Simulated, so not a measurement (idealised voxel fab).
Proc. module: voxel lift off
cross-section cut | 205 nm wide | cells 5 nm
In what follows, cross-sections appear as grids of square cells, described through bands that run from the top down, where every band is one or more rows of cells. Band: top and bottom heights (nm) first, top before bottom; then materials from left to right, widths in nm. "throughout" marks a sole material filling the band edge to edge. "air" denotes empty space. Beneath 0, the wafer as received is one material, and that level is where height counting begins. The lowest band goes on downward without a bottom; it is written like "0 nm and below". The two numbers in a width such as "30->40" mark its ends across the band: the first belongs to the top row of cells, the second to the bottom row, and from each row to the next the width moves by the same amount. "left unchanged", as given for a step, is the statement that not any cell of the cross-section underwent a change during that step. Closed empty spaces (no open way to the top) of 8 cells or more are what "Unvented internal voids" lists, each as width x height at distance from the left edge, nm for all three. Heads up: the bit after the settings on a step's line is the simulator's remark on that step. If you see "overlay nm" on a step's line and that step has a mask, it's telling you how far right of where it was planned the mask ended up; a negative number means it went left instead.

[Planned step list for the process]
1: op RECEIVE | material Si
2: op CONFORMAL_DEP | material SiN | thk nm 5
3: op PATTERN | tone open | mask id LINES | material resist | width nm 15 | pitch nm 40 | thk nm 25 | overlay nm 0
4: op DIRECTIONAL_DEP | material Ru | thk nm 15
5: op STRIP | etch materials resist
6: op CONFORMAL_DEP | material SiO2 | thk nm 5
What sets these wafers apart? The thk nm at step 2. They all start alike, and the plan carries the first wafer's value.

[The first of several wafers as received, shown in cross-section; this is its state after step 1]
0 nm and below: Si throughout
Unvented internal voids: none

[First wafer of several, cross-section, module end, after step 6 (last)]
25 nm to 20 nm: air 70 nm; SiO2 25 nm; air 15 nm; SiO2 25 nm; air 70 nm
20 nm to 10 nm: air 70 nm; SiO2 5 nm; Ru 15 nm; SiO2 5 nm; air 15 nm; SiO2 5 nm; Ru 15 nm; SiO2 5 nm; air 70 nm
10 nm to 5 nm: SiO2 75 nm; Ru 15 nm; SiO2 25 nm; Ru 15 nm; SiO2 75 nm
5 nm to 0 nm: SiN throughout
0 nm and below: Si throughout
Unvented internal voids: none

[Cross-section at module completion, last wafer]
40 nm to 35 nm: air 70 nm; SiO2 25 nm; air 15 nm; SiO2 25 nm; air 70 nm
35 nm to 25 nm: air 70 nm; SiO2 5 nm; Ru 15 nm; SiO2 5 nm; air 15 nm; SiO2 5 nm; Ru 15 nm; SiO2 5 nm; air 70 nm
25 nm to 20 nm: SiO2 75 nm; Ru 15 nm; SiO2 25 nm; Ru 15 nm; SiO2 75 nm
20 nm to 0 nm: SiN throughout
0 nm and below: Si throughout
Unvented internal voids: none

[What follows is a table in which each wafer occupies a row; for the wafer as it stands at the close of the module, the row states, material by material, how many cells have been gained (+) or lost (-) since receipt, and then gives its closed voids]
thk nm 5; +18 Ru; +41 SiN; +53 SiO2; Unvented internal voids: none
thk nm 10; +18 Ru; +82 SiN; +53 SiO2; Unvented internal voids: none
thk nm 15; +18 Ru; +123 SiN; +53 SiO2; Unvented internal voids: none
thk nm 20; +18 Ru; +164 SiN; +53 SiO2; Unvented internal voids: none
